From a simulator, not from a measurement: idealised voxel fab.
voxel ribs on slabs: a process module
Displayed cross-section: cut, width of 195 nm, square cells sized 5 nm.
Bands, listed from the top down, are how a cross-section gets written in this document; the cross-section itself is a grid of square cells, and a band is one or more rows of them. Heads up on the band format: heights come first, top then bottom, in nm. After that it's the materials left to right, each with its width in nm. A single material flagged "everywhere" fills the whole band edge to edge, and "air" means there's empty space there. A quick word on heights: they are counted from 0, and under that level the wafer as it came to us is one material throughout. The lowest band is different from the rest in having no bottom; it simply continues downward, written as in "0 down". The width entry "30..40" should be interpreted row by row: the top row of cells in the band takes the first number, the bottom row takes the second number, and the change between adjacent rows is uniform throughout. No cell of the cross-section changed in a step that is given as "nothing got changed". "Cavities, sealed" enumerates empty spaces isolated from the top, with no open way to it, that contain at least 8 cells, giving each as width x height at distance from the left edge, all three in nm. If you see something after the settings on a step's line, that's the simulator's own remark about that step. overlay nm: for a step with a mask, the amount by which the mask lay right of where it was planned; a negative amount means left of it.
THE PLANNED PROCESS STEPS ARE ENUMERATED HEREUNDER
- 1: RECEIVE with material Si
- 2: DIRECTIONAL_DEP with material SiO2, thk nm 20
- 3: DIRECTIONAL_DEP with material polySi, thk nm 15
- 4: MASKED_ETCH with tone cover, mask id RIB, width nm 15, etch materials polySi, depth nm 5, overlay nm 0
- 5: DIRECTIONAL_DEP with material aC, thk nm 15
- 6: PATTERN with tone cover, mask id SLAB, material resist, width nm 55, thk nm 35, overlay nm 0
- 7: DIRECTIONAL_ETCH with etch materials aC, depth nm 15
- 8: STRIP with etch materials resist
- 9: DIRECTIONAL_ETCH with etch materials polySi, depth nm 10
- 10: STRIP with etch materials aC
- 11: FILL_DEP with material SiO2, thk nm 30
- 12: CMP with height nm 55
- 13: DIRECTIONAL_DEP with material TiN, thk nm 5
- 14: DIRECTIONAL_DEP with material aC, thk nm 15
- 15: PATTERN with tone cover, mask id HEATER, material resist, width nm 25, thk nm 30, overlay nm 0
- 16: DIRECTIONAL_ETCH with etch materials aC, depth nm 15
- 17: STRIP with etch materials resist
- 18: DIRECTIONAL_ETCH with etch materials TiN, depth nm 5
- 19: STRIP with etch materials aC
- 20: CONFORMAL_DEP with material SiN, thk nm 5
WAFER AS RECEIVED: CROSS-SECTION FOLLOWING STEP 1
0 down  Si everywhere
Cavities, sealed: none
BELOW IS THE WAFER IN CROSS-SECTION AFTER THE MODULE WAS COMPLETED. IT BEGAN FROM THE STARTING POINT SHOWN ABOVE AND FOLLOWED THE PLAN SHOWN ABOVE, EXCEPT THAT ONE MISTAKE WAS MADE WHILE RUNNING IT
55 to 50  air 80 nm  SiN 35 nm  air 80 nm
50 to 45  SiN 85 nm  TiN 25 nm  SiN 85 nm
45 to 35  SiO2 everywhere
35 to 30  SiO2 90 nm  polySi 15 nm  SiO2 90 nm
30 to 20  SiO2 70 nm  polySi 55 nm  SiO2 70 nm
20 to 0  SiO2 everywhere
0 down  Si everywhere
Cavities, sealed: none
Want to know what went wrong? planned and actual differ for step 12; actual: CMP with height nm 45
